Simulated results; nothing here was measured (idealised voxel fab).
process module | voxel spacer lines
cross-section cut | 300 nm wide | cells 5 nm
A cross-section is a grid of square cells, given in bands from the top down. A band is one or more rows of cells.
Each band's line starts with the height of the band's top and of its bottom, in nm. Then come its materials from left to right, each with its width in nm. One material with "throughout" fills the band from edge to edge. "air" is empty space.
Height 0 is the level under which the wafer as received is all one material. The lowest band goes on downwards, as in "0 down".
A width such as "30 to 40" changes by the same amount from each row of cells to the next, from the band's top row to its bottom row.
"no change" after a step means that no cell of the cross-section changed.
closed voids: empty space of 8 cells or more with no open way to the top, each as width x height at its distance from the left edge, in nm
after a step's settings: what the simulator itself notes on the step
overlay nm, on a step with a mask: how far to the right of its planned place the mask lay; to the left if negative
plan
1 op RECEIVE | material Si
2 op CONFORMAL_DEP | material Al2O3 | thk nm 5
3 op DIRECTIONAL_DEP | material polySi | thk nm 20
4 op DIRECTIONAL_DEP | material aC | thk nm 20
5 op PATTERN | tone cover | mask id MANDREL | material resist | width nm 25 | pitch nm 80 | thk nm 25 | overlay nm 0
6 op DIRECTIONAL_ETCH | etch materials aC | depth nm 20
7 op STRIP | etch materials resist
8 op CONFORMAL_DEP | material SiN | thk nm 15
9 op DIRECTIONAL_ETCH | etch materials SiN | depth nm 15
10 op STRIP | etch materials aC
11 op DIRECTIONAL_ETCH | etch materials polySi | depth nm 20
12 op STRIP | etch materials SiN
13 op FILL_DEP | material SiO2 | thk nm 5
14 op CMP | height nm 25
first wafer, as planned
as received, after step 1
  0 down: Si throughout
  closed voids: none
after step 2
  5 to 0: Al2O3 throughout
  below 0: unchanged
after step 3
  25 to 5: polySi throughout
  below 5: unchanged
after step 4
  45 to 25: aC throughout
  below 25: unchanged
after step 5
  70 to 45: air 95 | resist 25 | air 55 | resist 25 | air 100
  below 45: unchanged
after step 6
  50 to 45: air 95 | resist 25 | air 55 | resist 25 | air 100
  45 to 25: air 95 | aC 25 | air 55 | aC 25 | air 100
  below 25: unchanged
after step 7
  45 to 25: air 95 | aC 25 | air 55 | aC 25 | air 100
  below 25: unchanged
after step 8
  60 to 45: air 80 | SiN 55 | air 25 | SiN 55 | air 85
  45 to 40: air 80 | SiN 15 | aC 25 | SiN 15 | air 25 | SiN 15 | aC 25 | SiN 15 | air 85
  40 to 25: SiN 95 | aC 25 | SiN 55 | aC 25 | SiN 100
  below 25: unchanged
after step 9
  45 to 25: air 80 | SiN 15 | aC 25 | SiN 15 | air 25 | SiN 15 | aC 25 | SiN 15 | air 85
  below 25: unchanged
after step 10
  45 to 25: air 80 | SiN 15 | air 25 | SiN 15 | air 25 | SiN 15 | air 25 | SiN 15 | air 85
  below 25: unchanged
after step 11
  45 to 25: air 80 | SiN 15 | air 25 | SiN 15 | air 25 | SiN 15 | air 25 | SiN 15 | air 85
  25 to 5: air 80 | polySi 15 | air 25 | polySi 15 | air 25 | polySi 15 | air 25 | polySi 15 | air 85
  below 5: unchanged
after step 12
  25 to 5: air 80 | polySi 15 | air 25 | polySi 15 | air 25 | polySi 15 | air 25 | polySi 15 | air 85
  below 5: unchanged
after step 13
  30 to 25: SiO2 throughout
  25 to 5: SiO2 80 | polySi 15 | SiO2 25 | polySi 15 | SiO2 25 | polySi 15 | SiO2 25 | polySi 15 | SiO2 85
  below 5: unchanged
after step 14
  25 to 5: SiO2 80 | polySi 15 | SiO2 25 | polySi 15 | SiO2 25 | polySi 15 | SiO2 25 | polySi 15 | SiO2 85
  below 5: unchanged
second wafer: like start, like plan, one mistake. Through step 5 it matches the first wafer
when step 6 should have ended
  30 to 25: air 95 | aC 25 | air 55 | aC 25 | air 100
  below 25: unchanged
when step 7 should have ended: no change
when step 8 should have ended
  45 to 40: air 80 | SiN 55 | air 25 | SiN 55 | air 85
  40 to 30: SiN throughout
  30 to 25: SiN 95 | aC 25 | SiN 55 | aC 25 | SiN 100
  below 25: unchanged
when step 9 should have ended
  30 to 25: air 80 | SiN 15 | aC 25 | SiN 15 | air 25 | SiN 15 | aC 25 | SiN 15 | air 85
  below 25: unchanged
when step 10 should have ended
  30 to 25: air 80 | SiN 15 | air 25 | SiN 15 | air 25 | SiN 15 | air 25 | SiN 15 | air 85
  below 25: unchanged
when step 11 should have ended
  30 to 25: air 80 | SiN 15 | air 25 | SiN 15 | air 25 | SiN 15 | air 25 | SiN 15 | air 85
  25 to 5: air 80 | polySi 15 | air 25 | polySi 15 | air 25 | polySi 15 | air 25 | polySi 15 | air 85
  below 5: unchanged
when step 12 should have ended
  25 to 5: air 80 | polySi 15 | air 25 | polySi 15 | air 25 | polySi 15 | air 25 | polySi 15 | air 85
  below 5: unchanged
when step 13 should have ended
  30 to 25: SiO2 throughout
  25 to 5: SiO2 80 | polySi 15 | SiO2 25 | polySi 15 | SiO2 25 | polySi 15 | SiO2 25 | polySi 15 | SiO2 85
  below 5: unchanged
when step 14 should have ended
  25 to 5: SiO2 80 | polySi 15 | SiO2 25 | polySi 15 | SiO2 25 | polySi 15 | SiO2 25 | polySi 15 | SiO2 85
  below 5: unchanged
what went wrong: step 6 was run twice
at the end the two cross-sections are the same: no effect in what this model computes
